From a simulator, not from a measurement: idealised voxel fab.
process module | voxel transistor to metal
cross-section cut | 215 nm wide | cells 5 nm
A cross-section is a grid of square cells, given in bands from the top down. A band is one or more rows of cells.
Each band's line starts with the height of the band's top and of its bottom, in nm. Then come its materials from left to right, each with its width in nm. One material with "throughout" fills the band from edge to edge. "air" is empty space.
Height 0 is the level under which the wafer as received is all one material. The lowest band goes on downwards, as in "0 down".
A width such as "30 to 40" changes by the same amount from each row of cells to the next, from the band's top row to its bottom row.
"no change" after a step means that no cell of the cross-section changed.
closed voids: empty space of 8 cells or more with no open way to the top, each as width x height at its distance from the left edge, in nm
after a step's settings: what the simulator itself notes on the step
overlay nm, on a step with a mask: how far to the right of its planned place the mask lay; to the left if negative
plan
1 op RECEIVE | material Si
2 op CONFORMAL_DEP | material SiO2 | thk nm 5
3 op CONFORMAL_DEP | material SiN | thk nm 10
4 op DIRECTIONAL_DEP | material aC | thk nm 15
5 op PATTERN | tone cover | mask id ACTIVE | material resist | width nm 115 | thk nm 30 | overlay nm 0
6 op DIRECTIONAL_ETCH | etch materials aC | depth nm 15
7 op STRIP | etch materials resist
8 op DIRECTIONAL_ETCH | etch materials SiN | depth nm 10
9 op DIRECTIONAL_ETCH | etch materials SiO2 | depth nm 5
10 op DIRECTIONAL_ETCH | etch materials Si | depth nm 25
11 op STRIP | etch materials aC
12 op OXIDIZE | depth nm 5
13 op FILL_DEP | material SiO2 | thk nm 15
14 op CMP | height nm 15
15 op SELECTIVE_ETCH | etch materials SiO2 | depth nm 10
16 op STRIP | etch materials SiN
17 op SELECTIVE_ETCH | etch materials SiO2 | depth nm 5
18 op OXIDIZE | depth nm 5
19 op DIRECTIONAL_DEP | material polySi | thk nm 25
20 op DIRECTIONAL_DEP | material SiCN | thk nm 15
21 op DIRECTIONAL_DEP | material aC | thk nm 15
22 op PATTERN | tone cover | mask id GATE | material resist | width nm 25 | thk nm 35 | overlay nm 0
23 op DIRECTIONAL_ETCH | etch materials aC | depth nm 15
24 op STRIP | etch materials resist
25 op DIRECTIONAL_ETCH | etch materials SiCN | depth nm 25
26 op DIRECTIONAL_ETCH | etch materials polySi | depth nm 35
27 op STRIP | etch materials aC
28 op CONFORMAL_DEP | material SiN | thk nm 10
29 op DIRECTIONAL_ETCH | etch materials SiN | depth nm 10
30 op DIRECTIONAL_ETCH | etch materials SiO2 | depth nm 5
31 op DIRECTIONAL_ETCH | etch materials Si | depth nm 5
32 op EPI | material pSi | thk nm 5
33 op FILL_DEP | material SiO2 | thk nm 10
34 op CMP | height nm 25
35 op STRIP | etch materials polySi
36 op SELECTIVE_ETCH | etch materials SiO2 | depth nm 5
37 op CONFORMAL_DEP | material HfO2 | thk nm 5
38 op CONFORMAL_DEP | material TiN | thk nm 5
39 op FILL_DEP | material W | thk nm 10
40 op CMP | height nm 20
41 op DIRECTIONAL_DEP | material SiO2 | thk nm 15
42 op DIRECTIONAL_DEP | material aC | thk nm 15
43 op PATTERN | tone open | mask id CONTACT | material resist | width nm 20 | pitch nm 75 | thk nm 35 | overlay nm 0
44 op DIRECTIONAL_ETCH | etch materials aC | depth nm 15
45 op STRIP | etch materials resist
46 op DIRECTIONAL_ETCH | etch materials SiO2 | depth nm 40
47 op STRIP | etch materials aC
48 op CONFORMAL_DEP | material TiN | thk nm 5
49 op FILL_DEP | material W | thk nm 10
50 op CMP | height nm 35
51 op DIRECTIONAL_DEP | material TiN | thk nm 5
52 op DIRECTIONAL_DEP | material W | thk nm 25
53 op DIRECTIONAL_DEP | material aC | thk nm 10
54 op PATTERN | tone cover | mask id METAL_1 | material resist | width nm 20 | pitch nm 75 | thk nm 25 | overlay nm 0
55 op DIRECTIONAL_ETCH | etch materials aC | depth nm 10
56 op STRIP | etch materials resist
57 op DIRECTIONAL_ETCH | etch materials W | depth nm 25
58 op DIRECTIONAL_ETCH | etch materials TiN | depth nm 5
59 op STRIP | etch materials aC
60 op FILL_DEP | material SiO2 | thk nm 10
61 op CMP | height nm 65
62 op CONFORMAL_DEP | material SiCN | thk nm 5
63 op DIRECTIONAL_DEP | material SiO2 | thk nm 35
64 op MASKED_ETCH | tone open | mask id METAL_2 | width nm 20 | pitch nm 75 | etch materials SiO2 | depth nm 20 | overlay nm 0
65 op PATTERN | tone open | mask id METAL_2_HOLES | material resist | width nm 15 | pitch nm 75 | thk nm 20 | overlay nm 0
66 op DIRECTIONAL_ETCH | etch materials SiO2 | depth nm 15
67 op DIRECTIONAL_ETCH | etch materials SiCN | depth nm 5
68 op STRIP | etch materials resist
69 op CONFORMAL_DEP | material TiN | thk nm 5
70 op FILL_DEP | material Ru | thk nm 5
71 op CMP | height nm 105
72 op CONFORMAL_DEP | material SiN | thk nm 5
as received, after step 1
  0 down: Si throughout
  closed voids: none
first wafer at the end, as planned
  110 to 105: SiN throughout
  105 to 90: SiO2 60 | TiN 5 | Ru 10 | TiN 5 | SiO2 55 | TiN 5 | Ru 10 | TiN 5 | SiO2 60
  90 to 85: SiO2 60 | TiN 5 | Ru 5 | TiN 10 | SiO2 55 | TiN 5 | Ru 5 | TiN 10 | SiO2 60
  85 to 70: SiO2 60 | TiN 5 | Ru 5 | TiN 5 | SiO2 60 | TiN 5 | Ru 5 | TiN 5 | SiO2 65
  70 to 65: SiCN 60 | TiN 15 | SiCN 60 | TiN 15 | SiCN 65
  65 to 40: SiO2 60 | W 20 | SiO2 55 | W 20 | SiO2 60
  40 to 35: SiO2 60 | TiN 20 | SiO2 55 | TiN 20 | SiO2 60
  35 to 20: SiO2 60 | TiN 5 | W 10 | TiN 5 | SiO2 55 | TiN 5 | W 10 | TiN 5 | SiO2 60
  20 to 5: SiO2 60 | TiN 5 | W 10 | TiN 5 | SiO2 5 | SiN 10 | HfO2 5 | TiN 5 | W 5 | TiN 5 | HfO2 5 | SiN 10 | SiO2 5 | TiN 5 | W 10 | TiN 5 | SiO2 60
  5 to 0: SiO2 60 | TiN 5 | W 10 | TiN 5 | SiO2 5 | SiN 10 | HfO2 5 | TiN 15 | HfO2 5 | SiN 10 | SiO2 5 | TiN 5 | W 10 | TiN 5 | SiO2 60
  0 to -5: SiO2 60 | TiN 20 | pSi 5 | SiO2 5 | HfO2 35 | SiO2 5 | pSi 5 | TiN 20 | SiO2 60
  -5 to -10: SiO2 55 | pSi 30 | Si 45 | pSi 30 | SiO2 55
  -10 to -30: SiO2 55 | Si 105 | SiO2 55
  -30 down: Si throughout
  closed voids: none
second wafer at the end: like start, like plan, one mistake
  110 to 105: SiN throughout
  105 to 90: SiO2 60 | TiN 5 | Ru 10 | TiN 5 | SiO2 55 | TiN 5 | Ru 10 | TiN 5 | SiO2 60
  90 to 85: SiO2 60 | TiN 5 | Ru 5 | TiN 10 | SiO2 55 | TiN 5 | Ru 5 | TiN 10 | SiO2 60
  85 to 70: SiO2 60 | TiN 5 | Ru 5 | TiN 5 | SiO2 60 | TiN 5 | Ru 5 | TiN 5 | SiO2 65
  70 to 65: SiCN 60 | TiN 15 | SiCN 60 | TiN 15 | SiCN 65
  65 to 40: SiO2 60 | W 20 | SiO2 55 | W 20 | SiO2 60
  40 to 35: SiO2 60 | TiN 20 | SiO2 55 | TiN 20 | SiO2 60
  35 to 20: SiO2 55 | TiN 5 | W 10 | TiN 5 | SiO2 55 | TiN 5 | W 10 | TiN 5 | SiO2 65
  20 to 5: SiO2 55 | TiN 5 | W 10 | TiN 5 | SiO2 10 | SiN 10 | HfO2 5 | TiN 5 | W 5 | TiN 5 | HfO2 5 | SiN 10 | TiN 5 | W 10 | TiN 5 | SiO2 65
  5 to 0: SiO2 55 | TiN 5 | W 10 | TiN 5 | SiO2 10 | SiN 10 | HfO2 5 | TiN 15 | HfO2 5 | SiN 10 | TiN 10 | W 5 | TiN 5 | SiO2 65
  0 to -5: SiO2 55 | TiN 20 | SiO2 5 | pSi 5 | SiO2 5 | HfO2 35 | SiO2 5 | pSi 5 | TiN 15 | SiO2 65
  -5 to -10: SiO2 55 | pSi 30 | Si 45 | pSi 30 | SiO2 55
  -10 to -30: SiO2 55 | Si 105 | SiO2 55
  -30 down: Si throughout
  closed voids: none
what went wrong: step 43 ran as: op PATTERN | tone open | mask id CONTACT | material resist | width nm 20 | pitch nm 75 | thk nm 35 | overlay nm -5
at the end the second wafer has, in cells: 1 more of SiO2 | 1 fewer of W
